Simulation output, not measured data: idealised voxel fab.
A process module follows: voxel wiring stack.
The cross-section shown here is cut; it is 270 nm wide and divided into square cells measuring 5 nm on a side.
Cross-section format: a grid of square cells, given as bands from top to bottom; each band is one or more rows of cells.
Each band's line starts with the height of the band's top and of its bottom, in nm. Then come its materials from left to right, each with its width in nm. One material with "all across" fills the band from edge to edge. "air" is empty space.
Ref level 0: as-received wafer is one material below here. Bottom band extends down with no lower bound ("z 0 and below").
A width such as "30 to 40" changes by the same amount from each row of cells to the next, from the band's top row to its bottom row.
Key: "no change occurred" - step with no changed cell in the cross-section.
"Trapped cavities" enumerates empty spaces isolated from the top, with no open way to it, that contain at least 8 cells, giving each as width x height at distance from the left edge, all three in nm.
On each step's line, the part that comes after the settings is the simulator's own comment on the step.
When a step includes a mask, the "overlay nm" setting on its line states how far to the right of its planned place that mask lay, and negative values state how far to the left.

Plan
| 1 | op RECEIVE | material Si |
| 2 | op CONFORMAL_DEP | material SiO2 | thk nm 15 |
| 3 | op DIRECTIONAL_DEP | material TiN | thk nm 5 |
| 4 | op DIRECTIONAL_DEP | material Ru | thk nm 20 |
| 5 | op MASKED_ETCH | tone cover | mask id METAL_1 | width nm 25 | pitch nm 45 | etch materials Ru | depth nm 20 | overlay nm 0 |
| 6 | op MASKED_ETCH | tone cover | mask id METAL_1 | width nm 25 | pitch nm 45 | etch materials TiN | depth nm 5 | overlay nm 0 |
| 7 | op CONFORMAL_DEP | material SiCN | thk nm 5 |
| 8 | op FILL_DEP | material SiO2 | thk nm 10 |
| 9 | op CMP | height nm 40 |
| 10 | op CONFORMAL_DEP | material SiCN | thk nm 5 |
| 11 | op DIRECTIONAL_DEP | material lowk | thk nm 30 |
| 12 | op DIRECTIONAL_DEP | material aC | thk nm 10 |
| 13 | op PATTERN | tone open | mask id METAL_2_HOLES | material resist | width nm 15 | pitch nm 45 | thk nm 25 | overlay nm 0 |
| 14 | op DIRECTIONAL_ETCH | etch materials aC | depth nm 10 |
| 15 | op STRIP | etch materials resist |
| 16 | op DIRECTIONAL_ETCH | etch materials lowk | depth nm 30 |
| 17 | op STRIP | etch materials aC |
| 18 | op MASKED_ETCH | tone open | mask id METAL_2 | width nm 25 | pitch nm 45 | etch materials lowk | depth nm 15 | overlay nm 0 |
| 19 | op MASKED_ETCH | tone open | mask id METAL_2 | width nm 25 | pitch nm 45 | etch materials SiCN | depth nm 5 | overlay nm 0 |
| 20 | op CONFORMAL_DEP | material TiN | thk nm 5 |
| 21 | op FILL_DEP | material Ru | thk nm 10 |
| 22 | op CMP | height nm 75 |
| 23 | op CONFORMAL_DEP | material SiCN | thk nm 5 |
| 24 | op DIRECTIONAL_DEP | material lowk | thk nm 10 |
| 25 | op PATTERN | tone open | mask id PLUG_2 | material resist | width nm 15 | pitch nm 45 | thk nm 20 | overlay nm 0 |
| 26 | op DIRECTIONAL_ETCH | etch materials lowk | depth nm 10 |
| 27 | op DIRECTIONAL_ETCH | etch materials SiCN | depth nm 5 |
| 28 | op STRIP | etch materials resist |
| 29 | op EPI | material Ru | thk nm 10 |
| 30 | op EPI | material Ru | thk nm 5 |
| 31 | op DIRECTIONAL_DEP | material TiN | thk nm 5 |
| 32 | op DIRECTIONAL_DEP | material W | thk nm 15 |
| 33 | op MASKED_ETCH | tone cover | mask id METAL_3 | width nm 25 | pitch nm 45 | etch materials W | depth nm 25 | overlay nm 0 |
| 34 | op MASKED_ETCH | tone cover | mask id METAL_3 | width nm 25 | pitch nm 45 | etch materials TiN | depth nm 5 | overlay nm 0 |
| 35 | op FILL_DEP | material lowk | thk nm 10 |
| 36 | op CMP | height nm 120 |
| 37 | op CONFORMAL_DEP | material SiCN | thk nm 5 |
Wafers differ in thk nm at step 32; plan lists the first wafer's value; identical starting state.

After step 1, as received: first of several wafers, cross-section
* z 0 and below | Si all across
* Trapped cavities: none

End-of-module cross-section, first of several wafers, after last step 37
* z 125 to 120 | SiCN all across
* z 120 to 110 | lowk all across
* z 110 to 95 | 75 lowk; 25 W; 20 lowk; 25 W; 20 lowk; 25 W; 80 lowk
* z 95 to 90 | 75 lowk; 25 TiN; 20 lowk; 25 TiN; 20 lowk; 25 TiN; 80 lowk
* z 90 to 80 | 75 lowk; 15 Ru; 30 lowk; 15 Ru; 30 lowk; 15 Ru; 90 lowk
* z 80 to 75 | 75 SiCN; 15 Ru; 30 SiCN; 15 Ru; 30 SiCN; 15 Ru; 90 SiCN
* z 75 to 65 | 75 lowk; 5 TiN; 15 Ru; 5 TiN; 20 lowk; 5 TiN; 15 Ru; 5 TiN; 20 lowk; 5 TiN; 15 Ru; 5 TiN; 80 lowk
* z 65 to 60 | 75 lowk; 5 TiN; 5 Ru; 15 TiN; 20 lowk; 5 TiN; 5 Ru; 15 TiN; 20 lowk; 5 TiN; 5 Ru; 15 TiN; 80 lowk
* z 60 to 45 | 75 lowk; 5 TiN; 5 Ru; 5 TiN; 30 lowk; 5 TiN; 5 Ru; 5 TiN; 30 lowk; 5 TiN; 5 Ru; 5 TiN; 90 lowk
* z 45 to 40 | 75 SiCN; 15 TiN; 30 SiCN; 15 TiN; 30 SiCN; 15 TiN; 90 SiCN
* z 40 to 20 | 70 SiO2; 5 SiCN; 25 Ru; 5 SiCN; 10 SiO2; 5 SiCN; 25 Ru; 5 SiCN; 10 SiO2; 5 SiCN; 25 Ru; 5 SiCN; 75 SiO2
* z 20 to 15 | 75 SiCN; 25 TiN; 20 SiCN; 25 TiN; 20 SiCN; 25 TiN; 80 SiCN
* z 15 to 0 | SiO2 all across
* z 0 and below | Si all across
* Trapped cavities: none

Sectional view of the last wafer upon completion of the module
* z 125 to 120 | SiCN all across
* z 120 to 110 | 75 lowk; 25 W; 20 lowk; 25 W; 20 lowk; 25 W; 80 lowk
* z 110 to 95 | W all across
* z 95 to 90 | TiN all across
* z 90 to 80 | 75 lowk; 15 Ru; 30 lowk; 15 Ru; 30 lowk; 15 Ru; 90 lowk
* z 80 to 75 | 75 SiCN; 15 Ru; 30 SiCN; 15 Ru; 30 SiCN; 15 Ru; 90 SiCN
* z 75 to 65 | 75 lowk; 5 TiN; 15 Ru; 5 TiN; 20 lowk; 5 TiN; 15 Ru; 5 TiN; 20 lowk; 5 TiN; 15 Ru; 5 TiN; 80 lowk
* z 65 to 60 | 75 lowk; 5 TiN; 5 Ru; 15 TiN; 20 lowk; 5 TiN; 5 Ru; 15 TiN; 20 lowk; 5 TiN; 5 Ru; 15 TiN; 80 lowk
* z 60 to 45 | 75 lowk; 5 TiN; 5 Ru; 5 TiN; 30 lowk; 5 TiN; 5 Ru; 5 TiN; 30 lowk; 5 TiN; 5 Ru; 5 TiN; 90 lowk
* z 45 to 40 | 75 SiCN; 15 TiN; 30 SiCN; 15 TiN; 30 SiCN; 15 TiN; 90 SiCN
* z 40 to 20 | 70 SiO2; 5 SiCN; 25 Ru; 5 SiCN; 10 SiO2; 5 SiCN; 25 Ru; 5 SiCN; 10 SiO2; 5 SiCN; 25 Ru; 5 SiCN; 75 SiO2
* z 20 to 15 | 75 SiCN; 25 TiN; 20 SiCN; 25 TiN; 20 SiCN; 25 TiN; 80 SiCN
* z 15 to 0 | SiO2 all across
* z 0 and below | Si all across
* Trapped cavities: none

For your reference, the table is organized with a row per wafer; each row reflects the wafer at the end of the module, indicating for each material the cells gained (+) or lost (-) since receipt, and thereafter its closed voids
thk nm 15 | +117 Ru | +207 SiCN | +294 SiO2 | +81 TiN | +45 W | +606 lowk | Trapped cavities: none
thk nm 20 | +117 Ru | +207 SiCN | +294 SiO2 | +81 TiN | +60 W | +591 lowk | Trapped cavities: none
thk nm 25 | +117 Ru | +207 SiCN | +294 SiO2 | +81 TiN | +75 W | +576 lowk | Trapped cavities: none
thk nm 30 | +117 Ru | +207 SiCN | +294 SiO2 | +120 TiN | +114 W | +498 lowk | Trapped cavities: none
thk nm 35 | +117 Ru | +207 SiCN | +294 SiO2 | +120 TiN | +153 W | +459 lowk | Trapped cavities: none
thk nm 40 | +117 Ru | +207 SiCN | +294 SiO2 | +120 TiN | +192 W | +420 lowk | Trapped cavities: none
